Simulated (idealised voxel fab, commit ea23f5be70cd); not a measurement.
process module | voxel double patterning
cross-section cut | 260 nm wide | cells 5 nm
A cross-section is a grid of square cells, given in bands from the top down. A band is one or more rows of cells.
Each band's line starts with the height of the band's top and of its bottom, in nm. Then come its materials from left to right, each with its width in nm. One material with "throughout" fills the band from edge to edge. "air" is empty space.
Height 0 is the level under which the wafer as received is all one material. The lowest band goes on downwards, as in "0 down".
A width such as "30 to 40" changes by the same amount from each row of cells to the next, from the band's top row to its bottom row.
"no change" after a step means that no cell of the cross-section changed.
closed voids: empty space of 8 cells or more with no open way to the top, each as width x height at its distance from the left edge, in nm
after a step's settings: what the simulator itself notes on the step
overlay nm, on a step with a mask: how far to the right of its planned place the mask lay; to the left if negative
plan
1 op RECEIVE | material Si
2 op CONFORMAL_DEP | material SiO2 | thk nm 5
3 op DIRECTIONAL_DEP | material TiN | thk nm 20
4 op DIRECTIONAL_DEP | material SiCN | thk nm 10
5 op DIRECTIONAL_DEP | material aC | thk nm 15
6 op PATTERN | tone open | mask id FIRST | material resist | width nm 15 | pitch nm 50 | thk nm 30 | overlay nm 0
7 op DIRECTIONAL_ETCH | etch materials aC | depth nm 15
8 op STRIP | etch materials resist
9 op DIRECTIONAL_ETCH | etch materials SiCN | depth nm 10
10 op STRIP | etch materials aC
11 op MASKED_ETCH | tone open | mask id SECOND | width nm 15 | etch materials SiCN | depth nm 10 | overlay nm 0
12 op DIRECTIONAL_ETCH | etch materials TiN | depth nm 20
13 op STRIP | etch materials SiCN
first wafer, as planned
as received, after step 1
  0 down: Si throughout
  closed voids: none
after step 2
  5 to 0: SiO2 throughout
  below 0: unchanged
after step 3
  25 to 5: TiN throughout
  below 5: unchanged
after step 4
  35 to 25: SiCN throughout
  below 25: unchanged
after step 5
  50 to 35: aC throughout
  below 35: unchanged
after step 6
  80 to 50: resist 95 | air 15 | resist 35 | air 15 | resist 100
  below 50: unchanged
after step 7
  65 to 50: resist 95 | air 15 | resist 35 | air 15 | resist 100
  50 to 35: aC 95 | air 15 | aC 35 | air 15 | aC 100
  below 35: unchanged
after step 8
  50 to 35: aC 95 | air 15 | aC 35 | air 15 | aC 100
  below 35: unchanged
after step 9
  50 to 35: aC 95 | air 15 | aC 35 | air 15 | aC 100
  35 to 25: SiCN 95 | air 15 | SiCN 35 | air 15 | SiCN 100
  below 25: unchanged
after step 10
  35 to 25: SiCN 95 | air 15 | SiCN 35 | air 15 | SiCN 100
  below 25: unchanged
after step 11
  35 to 25: SiCN 95 | air 15 | SiCN 10 | air 15 | SiCN 10 | air 15 | SiCN 100
  below 25: unchanged
after step 12
  35 to 25: SiCN 95 | air 15 | SiCN 10 | air 15 | SiCN 10 | air 15 | SiCN 100
  25 to 5: TiN 95 | air 15 | TiN 10 | air 15 | TiN 10 | air 15 | TiN 100
  below 5: unchanged
after step 13
  25 to 5: TiN 95 | air 15 | TiN 10 | air 15 | TiN 10 | air 15 | TiN 100
  below 5: unchanged
second wafer: like start, like plan, one mistake. Through step 1 it matches the first wafer
when step 2 should have ended
  20 to 0: TiN throughout
  below 0: unchanged
when step 3 should have ended
  25 to 20: SiO2 throughout
  below 20: unchanged
when step 4 should have ended
  35 to 25: SiCN throughout
  below 25: unchanged
when step 5 should have ended
  50 to 35: aC throughout
  below 35: unchanged
when step 6 should have ended
  80 to 50: resist 95 | air 15 | resist 35 | air 15 | resist 100
  below 50: unchanged
when step 7 should have ended
  65 to 50: resist 95 | air 15 | resist 35 | air 15 | resist 100
  50 to 35: aC 95 | air 15 | aC 35 | air 15 | aC 100
  below 35: unchanged
when step 8 should have ended
  50 to 35: aC 95 | air 15 | aC 35 | air 15 | aC 100
  below 35: unchanged
when step 9 should have ended
  50 to 35: aC 95 | air 15 | aC 35 | air 15 | aC 100
  35 to 25: SiCN 95 | air 15 | SiCN 35 | air 15 | SiCN 100
  below 25: unchanged
when step 10 should have ended
  35 to 25: SiCN 95 | air 15 | SiCN 35 | air 15 | SiCN 100
  below 25: unchanged
when step 11 should have ended
  35 to 25: SiCN 95 | air 15 | SiCN 10 | air 15 | SiCN 10 | air 15 | SiCN 100
  below 25: unchanged
when step 12 should have ended: no change
when step 13 should have ended
  25 to 20: SiO2 throughout
  below 20: unchanged
what went wrong: steps 2 and 3 were swapped
at the end the second wafer has, in cells: 36 more of TiN
